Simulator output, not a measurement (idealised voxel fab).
Title: Process Module voxel ribs on slabs
The cross-section on display is named cut; it measures 155 nm wide, and its cells are 5 nm squares.
When this document writes out a cross-section, it uses a grid of square cells and lists it as bands, beginning at the top and moving down, with a band standing for one or more rows of cells. The band entry comprises the height of the band's top followed by the height of its bottom, expressed in nm, and subsequently the band's materials from left to right, each stated together with its width in nm. Where a single material is marked with the word "edge to edge", that material fills the band from edge to edge. The word "blank" represents empty space. Heights are reckoned from 0. Under this level, the received wafer is all of one material. The bottommost band is open-ended downward, for example "0 nm and below". Think of "30..40" as a width that walks from the first number to the second as you go down the band, top row to bottom row, taking equal-sized steps from row to row. For the purposes of this document, the phrase "nothing got changed" attached to a step denotes that no cell within the cross-section was modified by that step. "Voids, fully enclosed" enumerates empty spaces isolated from the top, with no open way to it, that contain at least 8 cells, giving each as width x height at distance from the left edge, all three in nm. That trailing text on a step's line, after the settings, is the simulator's own remark on the step. The optional step-line setting "overlay nm" applies to steps with a mask and quantifies how far to the right of its planned location the mask lay, a negative value indicating leftward placement.

Here's what the planned process steps look like
1: op RECEIVE | material Si
2: op DIRECTIONAL_DEP | material SiO2 | thk nm 20
3: op DIRECTIONAL_DEP | material SiN | thk nm 20
4: op PATTERN | tone cover | mask id RIB | material resist | width nm 15 | thk nm 15 | overlay nm 0
5: op DIRECTIONAL_ETCH | etch materials SiN | depth nm 10
6: op STRIP | etch materials resist
7: op MASKED_ETCH | tone cover | mask id SLAB | width nm 75 | etch materials SiN | depth nm 10 | overlay nm 0
8: op FILL_DEP | material SiO2 | thk nm 25
9: op CMP | height nm 60
10: op DIRECTIONAL_DEP | material TiN | thk nm 5
11: op PATTERN | tone cover | mask id HEATER | material resist | width nm 25 | thk nm 20 | overlay nm 0
12: op DIRECTIONAL_ETCH | etch materials TiN | depth nm 5
13: op STRIP | etch materials resist
14: op CONFORMAL_DEP | material SiN | thk nm 10

as received, after step 1
	0 nm and below  Si edge to edge
	Voids, fully enclosed: none

Same starting wafer, same plan as above, one mistake in the execution; this is the cross-section at the end of the module
	75 nm to 70 nm  55 blank | 45 SiN | 55 blank
	70 nm to 65 nm  SiN edge to edge
	65 nm to 60 nm  65 SiN | 25 TiN | 65 SiN
	60 nm to 40 nm  SiO2 edge to edge
	40 nm to 30 nm  70 SiO2 | 15 SiN | 70 SiO2
	30 nm to 20 nm  45 SiO2 | 70 SiN | 40 SiO2
	20 nm to 0 nm  SiO2 edge to edge
	0 nm and below  Si edge to edge
	Voids, fully enclosed: none
What broke from the plan during processing? step 7 ran differently from the plan; actual operation with settings: op MASKED_ETCH | tone cover | mask id SLAB | width nm 70 | etch materials SiN | depth nm 10 | overlay nm 0
